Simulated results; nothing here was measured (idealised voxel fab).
Process module in this document: voxel wiring stack
The cross-section shown here is cut; it is 185 nm wide and divided into square cells measuring 5 nm on a side.
When this document writes out a cross-section, it uses a grid of square cells and lists it as bands, beginning at the top and moving down, with a band standing for one or more rows of cells.
The band entry comprises the height of the band's top followed by the height of its bottom, expressed in nm, and subsequently the band's materials from left to right, each stated together with its width in nm. Where a single material is marked with the word "throughout", that material fills the band from edge to edge. The word "empty" represents empty space.
Measure heights from 0. That's the level where, below it, the as-received wafer is all one material. The lowest band is bottomless and extends downward; write it as in "top 0, no bottom".
A width such as "30->40" changes by the same amount from each row of cells to the next, from the band's top row to its bottom row.
You'll sometimes find "nothing different" written for a step, and that's the way of saying that nowhere in the cross-section did a cell change during that step.
If an empty space has no open way to the top and is at least 8 cells in size, "Enclosed empty spaces" lists it, written width x height at distance, where distance is measured from the left edge and every value is in nm.
Whatever follows a step's settings on its line is a remark the simulator itself makes about that step.
A step line may carry the setting "overlay nm", which, for steps involving a mask, states the distance by which the mask lay to the right of its intended position; negative values denote displacement to the left.
Each pair below shows a cross-section before one step and the cross-section after it, down to the lowest band that changed. The line under each pair gives the step between them, with its settings. The pairs can come from different runs of this module on the same starting wafer, so a pair continues from the pair above only where its "Before processing step" says so.
Before processing step
  top 95, bottom 85  Cu throughout
  top 85, bottom 80  TiN 20 nm  Cu 10 nm  TiN 35 nm  Cu 10 nm  TiN 35 nm  Cu 10 nm  TiN 35 nm  Cu 10 nm  TiN 20 nm
  top 80, bottom 65  lowk 15 nm  TiN 5 nm  Cu 10 nm  TiN 5 nm  lowk 25 nm  TiN 5 nm  Cu 10 nm  TiN 5 nm  lowk 25 nm  TiN 5 nm  Cu 10 nm  TiN 5 nm  lowk 25 nm  TiN 5 nm  Cu 10 nm  TiN 5 nm  lowk 15 nm
  top 65, bottom 55  lowk 15 nm  TiN 5 nm  Cu 5 nm  TiN 10->5 nm  lowk 25->30 nm  TiN 5 nm  Cu 5 nm  TiN 10->5 nm  lowk 25->30 nm  TiN 5 nm  Cu 5 nm  TiN 10->5 nm  lowk 25->30 nm  TiN 5 nm  Cu 5 nm  TiN 10->5 nm  lowk 15->20 nm
  top 55, bottom 50  lowk 15 nm  TiN 15 nm  lowk 30 nm  TiN 15 nm  lowk 30 nm  TiN 15 nm  lowk 30 nm  TiN 15 nm  lowk 20 nm
  top 50, bottom 45  SiCN 20 nm  TiN 10 nm  SiCN 35 nm  TiN 10 nm  SiCN 35 nm  TiN 10 nm  SiCN 35 nm  TiN 10 nm  SiCN 20 nm
  top 45, bottom 40  SiCN 10 nm  Ru 30 nm  SiCN 15 nm  Ru 30 nm  SiCN 15 nm  Ru 30 nm  SiCN 15 nm  Ru 30 nm  SiCN 10 nm
  top 40, bottom 15  SiO2 15 nm  TiN 5 nm  Cu 10 nm  TiN 5 nm  SiO2 25 nm  TiN 5 nm  Cu 10 nm  TiN 5 nm  SiO2 25 nm  TiN 5 nm  Cu 10 nm  TiN 5 nm  SiO2 25 nm  TiN 5 nm  Cu 10 nm  TiN 5 nm  SiO2 15 nm
  top 15, bottom 10  SiN 15 nm  TiN 20 nm  SiN 25 nm  TiN 20 nm  SiN 25 nm  TiN 20 nm  SiN 25 nm  TiN 20 nm  SiN 15 nm
  top 10, bottom 0  SiO2 throughout
  top 0, no bottom  Si throughout
  Enclosed empty spaces: none
Post-Process View
  top 80, bottom 65  lowk 15 nm  TiN 5 nm  Cu 10 nm  TiN 5 nm  lowk 25 nm  TiN 5 nm  Cu 10 nm  TiN 5 nm  lowk 25 nm  TiN 5 nm  Cu 10 nm  TiN 5 nm  lowk 25 nm  TiN 5 nm  Cu 10 nm  TiN 5 nm  lowk 15 nm
  Note: structure below 65 unchanged.
  Enclosed empty spaces: none
Step, pre vs post cross-sections above: op CMP | height nm 80
Before processing step: we pick up right where the pair above leaves off, with its after cross-section.
Post-Process View
  top 85, bottom 80  SiN throughout
  Note: structure below 80 unchanged.
  Enclosed empty spaces: none
Step, pre vs post cross-sections above: op CONFORMAL_DEP | material SiN | thk nm 5
Before processing step
  top 90, bottom 80  aC throughout
  top 80, bottom 50  lowk throughout
  top 50, bottom 45  SiCN throughout
  top 45, bottom 40  SiCN 10 nm  Ru 30 nm  SiCN 15 nm  Ru 30 nm  SiCN 15 nm  Ru 30 nm  SiCN 15 nm  Ru 30 nm  SiCN 10 nm
  top 40, bottom 15  SiO2 15 nm  TiN 5 nm  Cu 10 nm  TiN 5 nm  SiO2 25 nm  TiN 5 nm  Cu 10 nm  TiN 5 nm  SiO2 25 nm  TiN 5 nm  Cu 10 nm  TiN 5 nm  SiO2 25 nm  TiN 5 nm  Cu 10 nm  TiN 5 nm  SiO2 15 nm
  top 15, bottom 10  SiN 15 nm  TiN 20 nm  SiN 25 nm  TiN 20 nm  SiN 25 nm  TiN 20 nm  SiN 25 nm  TiN 20 nm  SiN 15 nm
  top 10, bottom 0  SiO2 throughout
  top 0, no bottom  Si throughout
  Enclosed empty spaces: none
Post-Process View
  top 120, bottom 90  resist 20 nm  empty 15 nm  resist 30 nm  empty 15 nm  resist 30 nm  empty 15 nm  resist 30 nm  empty 15 nm  resist 15 nm
  Note: structure below 90 unchanged.
  Enclosed empty spaces: none
Step, pre vs post cross-sections above: op PATTERN | tone open | mask id METAL_2_HOLES | material resist | width nm 15 | pitch nm 45 | thk nm 30 | overlay nm 5
Before processing step: we pick up right where the pair above leaves off, with its after cross-section.
Post-Process View
  top 110, bottom 90  resist 20 nm  empty 15 nm  resist 30 nm  empty 15 nm  resist 30 nm  empty 15 nm  resist 30 nm  empty 15 nm  resist 15 nm
  top 90, bottom 80  aC 20 nm  empty 15 nm  aC 30 nm  empty 15 nm  aC 30 nm  empty 15 nm  aC 30 nm  empty 15 nm  aC 15 nm
  Note: structure below 80 unchanged.
  Enclosed empty spaces: none
Step, pre vs post cross-sections above: op DIRECTIONAL_ETCH | etch materials aC | depth nm 10
Before processing step: we pick up right where the pair above leaves off, with its after cross-section.
Post-Process View
  top 90, bottom 80  aC 20 nm  empty 15 nm  aC 30 nm  empty 15 nm  aC 30 nm  empty 15 nm  aC 30 nm  empty 15 nm  aC 15 nm
  Note: structure below 80 unchanged.
  Enclosed empty spaces: none
Step, pre vs post cross-sections above: op STRIP | etch materials resist
Before processing step: we pick up right where the pair above leaves off, with its after cross-section.
Post-Process View
  top 90, bottom 80  aC 20 nm  empty 15 nm  aC 30 nm  empty 15 nm  aC 30 nm  empty 15 nm  aC 30 nm  empty 15 nm  aC 15 nm
  top 80, bottom 50  lowk 20 nm  empty 15 nm  lowk 30 nm  empty 15 nm  lowk 30 nm  empty 15 nm  lowk 30 nm  empty 15 nm  lowk 15 nm
  Note: structure below 50 unchanged.
  Enclosed empty spaces: none
Step, pre vs post cross-sections above: op DIRECTIONAL_ETCH | etch materials lowk | depth nm 30
Before processing step: we pick up right where the pair above leaves off, with its after cross-section.
Post-Process View
  top 80, bottom 50  lowk 20 nm  empty 15 nm  lowk 30 nm  empty 15 nm  lowk 30 nm  empty 15 nm  lowk 30 nm  empty 15 nm  lowk 15 nm
  Note: structure below 50 unchanged.
  Enclosed empty spaces: none
Step, pre vs post cross-sections above: op STRIP | etch materials aC
Before processing step: we pick up right where the pair above leaves off, with its after cross-section.
Post-Process View
  top 80, bottom 60  lowk 15 nm  empty 20 nm  lowk 25 nm  empty 20 nm  lowk 25 nm  empty 20 nm  lowk 25 nm  empty 20 nm  lowk 15 nm
  Note: structure below 60 unchanged.
  Enclosed empty spaces: none
Step, pre vs post cross-sections above: op MASKED_ETCH | tone open | mask id METAL_2 | width nm 20 | pitch nm 45 | etch materials lowk | depth nm 20 | overlay nm 0
Before processing step: we pick up right where the pair above leaves off, with its after cross-section.
Post-Process View
  top 80, bottom 60  lowk 15 nm  empty 20 nm  lowk 25 nm  empty 20 nm  lowk 25 nm  empty 20 nm  lowk 25 nm  empty 20 nm  lowk 15 nm
  top 60, bottom 50  lowk 20 nm  empty 15 nm  lowk 30 nm  empty 15 nm  lowk 30 nm  empty 15 nm  lowk 30 nm  empty 15 nm  lowk 15 nm
  top 50, bottom 45  SiCN 20 nm  empty 15 nm  SiCN 30 nm  empty 15 nm  SiCN 30 nm  empty 15 nm  SiCN 30 nm  empty 15 nm  SiCN 15 nm
  Note: structure below 45 unchanged.
  Enclosed empty spaces: none
Step, pre vs post cross-sections above: op MASKED_ETCH | tone open | mask id METAL_2 | width nm 20 | pitch nm 45 | etch materials SiCN | depth nm 5 | overlay nm 0
Before processing step: we pick up right where the pair above leaves off, with its after cross-section.
Post-Process View
  top 85, bottom 80  TiN 20 nm  empty 10 nm  TiN 35 nm  empty 10 nm  TiN 35 nm  empty 10 nm  TiN 35 nm  empty 10 nm  TiN 20 nm
  top 80, bottom 65  lowk 15 nm  TiN 5 nm  empty 10 nm  TiN 5 nm  lowk 25 nm  TiN 5 nm  empty 10 nm  TiN 5 nm  lowk 25 nm  TiN 5 nm  empty 10 nm  TiN 5 nm  lowk 25 nm  TiN 5 nm  empty 10 nm  TiN 5 nm  lowk 15 nm
  top 65, bottom 60  lowk 15 nm  TiN 10 nm  empty 5 nm  TiN 5 nm  lowk 25 nm  TiN 10 nm  empty 5 nm  TiN 5 nm  lowk 25 nm  TiN 10 nm  empty 5 nm  TiN 5 nm  lowk 25 nm  TiN 10 nm  empty 5 nm  TiN 5 nm  lowk 15 nm
  top 60, bottom 50  lowk 20 nm  TiN 5 nm  empty 5 nm  TiN 5 nm  lowk 30 nm  TiN 5 nm  empty 5 nm  TiN 5 nm  lowk 30 nm  TiN 5 nm  empty 5 nm  TiN 5 nm  lowk 30 nm  TiN 5 nm  empty 5 nm  TiN 5 nm  lowk 15 nm
  top 50, bottom 45  SiCN 20 nm  TiN 15 nm  SiCN 30 nm  TiN 15 nm  SiCN 30 nm  TiN 15 nm  SiCN 30 nm  TiN 15 nm  SiCN 15 nm
  Note: structure below 45 unchanged.
  Enclosed empty spaces: none
Step, pre vs post cross-sections above: op CONFORMAL_DEP | material TiN | thk nm 5
Before processing step: we pick up right where the pair above leaves off, with its after cross-section.
Post-Process View
  top 95, bottom 85  Cu throughout
  top 85, bottom 80  TiN 20 nm  Cu 10 nm  TiN 35 nm  Cu 10 nm  TiN 35 nm  Cu 10 nm  TiN 35 nm  Cu 10 nm  TiN 20 nm
  top 80, bottom 65  lowk 15 nm  TiN 5 nm  Cu 10 nm  TiN 5 nm  lowk 25 nm  TiN 5 nm  Cu 10 nm  TiN 5 nm  lowk 25 nm  TiN 5 nm  Cu 10 nm  TiN 5 nm  lowk 25 nm  TiN 5 nm  Cu 10 nm  TiN 5 nm  lowk 15 nm
  top 65, bottom 60  lowk 15 nm  TiN 10 nm  Cu 5 nm  TiN 5 nm  lowk 25 nm  TiN 10 nm  Cu 5 nm  TiN 5 nm  lowk 25 nm  TiN 10 nm  Cu 5 nm  TiN 5 nm  lowk 25 nm  TiN 10 nm  Cu 5 nm  TiN 5 nm  lowk 15 nm
  top 60, bottom 50  lowk 20 nm  TiN 5 nm  Cu 5 nm  TiN 5 nm  lowk 30 nm  TiN 5 nm  Cu 5 nm  TiN 5 nm  lowk 30 nm  TiN 5 nm  Cu 5 nm  TiN 5 nm  lowk 30 nm  TiN 5 nm  Cu 5 nm  TiN 5 nm  lowk 15 nm
  Note: structure below 50 unchanged.
  Enclosed empty spaces: none
Step, pre vs post cross-sections above: op FILL_DEP | material Cu | thk nm 10
Before processing step: we pick up right where the pair above leaves off, with its after cross-section.
Post-Process View
  top 80, bottom 65  lowk 15 nm  TiN 5 nm  Cu 10 nm  TiN 5 nm  lowk 25 nm  TiN 5 nm  Cu 10 nm  TiN 5 nm  lowk 25 nm  TiN 5 nm  Cu 10 nm  TiN 5 nm  lowk 25 nm  TiN 5 nm  Cu 10 nm  TiN 5 nm  lowk 15 nm
  Note: structure below 65 unchanged.
  Enclosed empty spaces: none
Step, pre vs post cross-sections above: op CMP | height nm 80
Before processing step: we pick up right where the pair above leaves off, with its after cross-section.
Post-Process View
  top 85, bottom 80  SiN throughout
  Note: structure below 80 unchanged.
  Enclosed empty spaces: none
Step, pre vs post cross-sections above: op CONFORMAL_DEP | material SiN | thk nm 5
Before processing step
  top 50, bottom 45  SiCN throughout
  top 45, bottom 40  SiCN 10 nm  Ru 30 nm  SiCN 15 nm  Ru 30 nm  SiCN 15 nm  Ru 30 nm  SiCN 15 nm  Ru 30 nm  SiCN 10 nm
  top 40, bottom 15  SiO2 15 nm  TiN 5 nm  Cu 10 nm  TiN 5 nm  SiO2 25 nm  TiN 5 nm  Cu 10 nm  TiN 5 nm  SiO2 25 nm  TiN 5 nm  Cu 10 nm  TiN 5 nm  SiO2 25 nm  TiN 5 nm  Cu 10 nm  TiN 5 nm  SiO2 15 nm
  top 15, bottom 10  SiN 15 nm  TiN 20 nm  SiN 25 nm  TiN 20 nm  SiN 25 nm  TiN 20 nm  SiN 25 nm  TiN 20 nm  SiN 15 nm
  top 10, bottom 0  SiO2 throughout
  top 0, no bottom  Si throughout
  Enclosed empty spaces: none
Post-Process View
  top 80, bottom 50  Ru throughout
  Note: structure below 50 unchanged.
  Enclosed empty spaces: none
Step, pre vs post cross-sections above: op DIRECTIONAL_DEP | material Ru | thk nm 30
Before processing step: we pick up right where the pair above leaves off, with its after cross-section.
Post-Process View
  top 90, bottom 80  aC throughout
  Note: structure below 80 unchanged.
  Enclosed empty spaces: none
Step, pre vs post cross-sections above: op DIRECTIONAL_DEP | material aC | thk nm 10
Before processing step: we pick up right where the pair above leaves off, with its after cross-section.
Post-Process View
  top 120, bottom 90  resist 15 nm  empty 15 nm  resist 30 nm  empty 15 nm  resist 30 nm  empty 15 nm  resist 30 nm  empty 15 nm  resist 20 nm
  Note: structure below 90 unchanged.
  Enclosed empty spaces: none
Step, pre vs post cross-sections above: op PATTERN | tone open | mask id METAL_2_HOLES | material resist | width nm 15 | pitch nm 45 | thk nm 30 | overlay nm 0
Before processing step: we pick up right where the pair above leaves off, with its after cross-section.
Post-Process View
  top 110, bottom 90  resist 15 nm  empty 15 nm  resist 30 nm  empty 15 nm  resist 30 nm  empty 15 nm  resist 30 nm  empty 15 nm  resist 20 nm
  top 90, bottom 80  aC 15 nm  empty 15 nm  aC 30 nm  empty 15 nm  aC 30 nm  empty 15 nm  aC 30 nm  empty 15 nm  aC 20 nm
  Note: structure below 80 unchanged.
  Enclosed empty spaces: none
Step, pre vs post cross-sections above: op DIRECTIONAL_ETCH | etch materials aC | depth nm 10
Before processing step: we pick up right where the pair above leaves off, with its after cross-section.
Post-Process View
  top 90, bottom 80  aC 15 nm  empty 15 nm  aC 30 nm  empty 15 nm  aC 30 nm  empty 15 nm  aC 30 nm  empty 15 nm  aC 20 nm
  Note: structure below 80 unchanged.
  Enclosed empty spaces: none
Step, pre vs post cross-sections above: op STRIP | etch materials resist
Before processing step: we pick up right where the pair above leaves off, with its after cross-section.
Post-Process View
  top 80, bottom 50  Ru throughout
  Note: structure below 50 unchanged.
  Enclosed empty spaces: none
Step, pre vs post cross-sections above: op STRIP | etch materials aC
Before processing step: we pick up right where the pair above leaves off, with its after cross-section.
Post-Process View
  top 85, bottom 80  TiN throughout
  Note: structure below 80 unchanged.
  Enclosed empty spaces: none
Step, pre vs post cross-sections above: op CONFORMAL_DEP | material TiN | thk nm 5
Before processing step: we pick up right where the pair above leaves off, with its after cross-section.
Post-Process View
  top 95, bottom 85  Cu throughout
  Note: structure below 85 unchanged.
  Enclosed empty spaces: none
Step, pre vs post cross-sections above: op FILL_DEP | material Cu | thk nm 10
Before processing step: we pick up right where the pair above leaves off, with its after cross-section.
Post-Process View
  top 80, bottom 50  Ru throughout
  Note: structure below 50 unchanged.
  Enclosed empty spaces: none
Step, pre vs post cross-sections above: op CMP | height nm 80
Before processing step: we pick up right where the pair above leaves off, with its after cross-section.
Post-Process View
  top 85, bottom 80  SiN throughout
  Note: structure below 80 unchanged.
  Enclosed empty spaces: none
Step, pre vs post cross-sections above: op CONFORMAL_DEP | material SiN | thk nm 5
Before processing step
  top 80, bottom 50  lowk 15 nm  empty 15 nm  lowk 30 nm  empty 15 nm  lowk 30 nm  empty 15 nm  lowk 30 nm  empty 15 nm  lowk 20 nm
  top 50, bottom 45  SiCN throughout
  top 45, bottom 40  SiCN 10 nm  Ru 30 nm  SiCN 15 nm  Ru 30 nm  SiCN 15 nm  Ru 30 nm  SiCN 15 nm  Ru 30 nm  SiCN 10 nm
  top 40, bottom 15  SiO2 15 nm  TiN 5 nm  Cu 10 nm  TiN 5 nm  SiO2 25 nm  TiN 5 nm  Cu 10 nm  TiN 5 nm  SiO2 25 nm  TiN 5 nm  Cu 10 nm  TiN 5 nm  SiO2 25 nm  TiN 5 nm  Cu 10 nm  TiN 5 nm  SiO2 15 nm
  top 15, bottom 10  SiN 15 nm  TiN 20 nm  SiN 25 nm  TiN 20 nm  SiN 25 nm  TiN 20 nm  SiN 25 nm  TiN 20 nm  SiN 15 nm
  top 10, bottom 0  SiO2 throughout
  top 0, no bottom  Si throughout
  Enclosed empty spaces: none
Post-Process View
  top 80, bottom 60  empty 30 nm  lowk 5 nm  empty 40 nm  lowk 5 nm  empty 40 nm  lowk 5 nm  empty 40 nm  lowk 5 nm  empty 15 nm
  Note: structure below 60 unchanged.
  Enclosed empty spaces: none
Step, pre vs post cross-sections above: op MASKED_ETCH | tone cover | mask id METAL_2 | width nm 20 | pitch nm 45 | etch materials lowk | depth nm 20 | overlay nm 0
Before processing step: we pick up right where the pair above leaves off, with its after cross-section.
Post-Process View
  top 80, bottom 60  empty 30 nm  lowk 5 nm  empty 40 nm  lowk 5 nm  empty 40 nm  lowk 5 nm  empty 40 nm  lowk 5 nm  empty 15 nm
  top 60, bottom 50  lowk 15 nm  empty 15 nm  lowk 30 nm  empty 15 nm  lowk 30 nm  empty 15 nm  lowk 30 nm  empty 15 nm  lowk 20 nm
  top 50, bottom 45  SiCN 15 nm  empty 15 nm  SiCN 30 nm  empty 15 nm  SiCN 30 nm  empty 15 nm  SiCN 30 nm  empty 15 nm  SiCN 20 nm
  Note: structure below 45 unchanged.
  Enclosed empty spaces: none
Step, pre vs post cross-sections above: op MASKED_ETCH | tone open | mask id METAL_2 | width nm 20 | pitch nm 45 | etch materials SiCN | depth nm 5 | overlay nm 0
Before processing step: we pick up right where the pair above leaves off, with its after cross-section.
Post-Process View
  top 85, bottom 80  empty 25 nm  TiN 15 nm  empty 30 nm  TiN 15 nm  empty 30 nm  TiN 15 nm  empty 30 nm  TiN 15 nm  empty 10 nm
  top 80, bottom 65  empty 25 nm  TiN 5 nm  lowk 5 nm  TiN 5 nm  empty 30 nm  TiN 5 nm  lowk 5 nm  TiN 5 nm  empty 30 nm  TiN 5 nm  lowk 5 nm  TiN 5 nm  empty 30 nm  TiN 5 nm  lowk 5 nm  TiN 5 nm  empty 10 nm
  top 65, bottom 60  TiN 20 nm  empty 5 nm  TiN 5 nm  lowk 5 nm  TiN 30 nm  empty 5 nm  TiN 5 nm  lowk 5 nm  TiN 30 nm  empty 5 nm  TiN 5 nm  lowk 5 nm  TiN 30 nm  empty 5 nm  TiN 5 nm  lowk 5 nm  TiN 15 nm
  top 60, bottom 50  lowk 15 nm  TiN 5 nm  empty 5 nm  TiN 5 nm  lowk 30 nm  TiN 5 nm  empty 5 nm  TiN 5 nm  lowk 30 nm  TiN 5 nm  empty 5 nm  TiN 5 nm  lowk 30 nm  TiN 5 nm  empty 5 nm  TiN 5 nm  lowk 20 nm
  top 50, bottom 45  SiCN 15 nm  TiN 15 nm  SiCN 30 nm  TiN 15 nm  SiCN 30 nm  TiN 15 nm  SiCN 30 nm  TiN 15 nm  SiCN 20 nm
  Note: structure below 45 unchanged.
  Enclosed empty spaces: none
Step, pre vs post cross-sections above: op CONFORMAL_DEP | material TiN | thk nm 5
Before processing step: we pick up right where the pair above leaves off, with its after cross-section.
Post-Process View
  top 95, bottom 85  Cu throughout
  top 85, bottom 80  Cu 25 nm  TiN 15 nm  Cu 30 nm  TiN 15 nm  Cu 30 nm  TiN 15 nm  Cu 30 nm  TiN 15 nm  Cu 10 nm
  top 80, bottom 65  Cu 25 nm  TiN 5 nm  lowk 5 nm  TiN 5 nm  Cu 30 nm  TiN 5 nm  lowk 5 nm  TiN 5 nm  Cu 30 nm  TiN 5 nm  lowk 5 nm  TiN 5 nm  Cu 30 nm  TiN 5 nm  lowk 5 nm  TiN 5 nm  Cu 10 nm
  top 65, bottom 60  TiN 20 nm  Cu 5 nm  TiN 5 nm  lowk 5 nm  TiN 30 nm  Cu 5 nm  TiN 5 nm  lowk 5 nm  TiN 30 nm  Cu 5 nm  TiN 5 nm  lowk 5 nm  TiN 30 nm  Cu 5 nm  TiN 5 nm  lowk 5 nm  TiN 15 nm
  top 60, bottom 50  lowk 15 nm  TiN 5 nm  Cu 5 nm  TiN 5 nm  lowk 30 nm  TiN 5 nm  Cu 5 nm  TiN 5 nm  lowk 30 nm  TiN 5 nm  Cu 5 nm  TiN 5 nm  lowk 30 nm  TiN 5 nm  Cu 5 nm  TiN 5 nm  lowk 20 nm
  Note: structure below 50 unchanged.
  Enclosed empty spaces: none
Step, pre vs post cross-sections above: op FILL_DEP | material Cu | thk nm 10
Before processing step: we pick up right where the pair above leaves off, with its after cross-section.
Post-Process View
  top 80, bottom 65  Cu 25 nm  TiN 5 nm  lowk 5 nm  TiN 5 nm  Cu 30 nm  TiN 5 nm  lowk 5 nm  TiN 5 nm  Cu 30 nm  TiN 5 nm  lowk 5 nm  TiN 5 nm  Cu 30 nm  TiN 5 nm  lowk 5 nm  TiN 5 nm  Cu 10 nm
  Note: structure below 65 unchanged.
  Enclosed empty spaces: none
Step, pre vs post cross-sections above: op CMP | height nm 80
Before processing step: we pick up right where the pair above leaves off, with its after cross-section.
Post-Process View
  top 85, bottom 80  SiN throughout
  Note: structure below 80 unchanged.
  Enclosed empty spaces: none
Step, pre vs post cross-sections above: op CONFORMAL_DEP | material SiN | thk nm 5
